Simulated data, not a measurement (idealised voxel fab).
This section sets out a process module, namely voxel air gaps.
Cross-section cut spans 245 nm and uses square cells 5 nm in size.
Notation: cross-section as square-cell grid; stated in bands, top first, going down; one or more cell rows per band.
Top height, bottom height, nm. Materials left to right, width each, nm. Single material + "all across" = fills band edge to edge. "empty" = empty.
Counting heights begins at 0, where everything beneath is, in the wafer as received, one material. The lowest band has no bottom; it goes on downwards, as "0 and below" shows.
Width: "30..40" (first number = top row, second number = bottom row, same change from row to row of cells).
It should be understood that the words "no change occurred", when stated for a given step, signify that the cross-section underwent no change in any of its cells during that step.
"Closed void inventory" enumerates empty spaces isolated from the top, with no open way to it, that contain at least 8 cells, giving each as width x height at distance from the left edge, all three in nm.
On a step's line, text after the settings is the simulator commenting on that step.
A step's line can hold "overlay nm"; with a mask on that step, the setting says how far right of the planned place the mask lay, while a negative setting says it lay to the left.

[These are the steps we planned for the process]
1: RECEIVE | material Si
2: CONFORMAL_DEP | material SiO2 | thk nm 15
3: CONFORMAL_DEP | material SiCN | thk nm 5
4: DIRECTIONAL_DEP | material lowk | thk nm 35
5: PATTERN | tone open | mask id LINES | material resist | width nm 25 | pitch nm 55 | thk nm 20 | overlay nm 0
6: DIRECTIONAL_ETCH | etch materials lowk | depth nm 35
7: STRIP | etch materials resist
8: CONFORMAL_DEP | material TiN | thk nm 5
9: FILL_DEP | material W | thk nm 5
10: CMP | height nm 55
11: EPI | material Ru | thk nm 10
12: SELECTIVE_ETCH | etch materials lowk | depth nm 45
13: CONFORMAL_DEP | material SiCN | thk nm 5

[Wafer as received: cross-section following step 1]
	0 and below | Si all across
	Closed void inventory: none

[Wafer at module end, in section. Began as above, planned as above, run with one mistake]
	70 down to 65 | SiCN all across
	65 down to 55 | 65 Ru, 5 SiCN, 50 Ru, 5 SiCN, 50 Ru, 5 SiCN, 65 Ru
	55 down to 50 | 50 W, 5 TiN, 25 SiCN, 5 TiN, 20 W, 5 TiN, 25 SiCN, 5 TiN, 20 W, 5 TiN, 25 SiCN, 5 TiN, 50 W
	50 down to 25 | 50 W, 5 TiN, 5 SiCN, 15 empty, 5 SiCN, 5 TiN, 20 W, 5 TiN, 5 SiCN, 15 empty, 5 SiCN, 5 TiN, 20 W, 5 TiN, 5 SiCN, 15 empty, 5 SiCN, 5 TiN, 50 W
	25 down to 20 | 55 TiN, 25 SiCN, 30 TiN, 25 SiCN, 30 TiN, 25 SiCN, 55 TiN
	20 down to 15 | SiCN all across
	15 down to 0 | SiO2 all across
	0 and below | Si all across
	Closed void inventory: 15 x 25 at 60; 15 x 25 at 115; 15 x 25 at 170
Deviation noted in wafer processing: for step 5, the planned setting was not used; the step was instead run as PATTERN | tone cover | mask id LINES | material resist | width nm 25 | pitch nm 55 | thk nm 20 | overlay nm 0
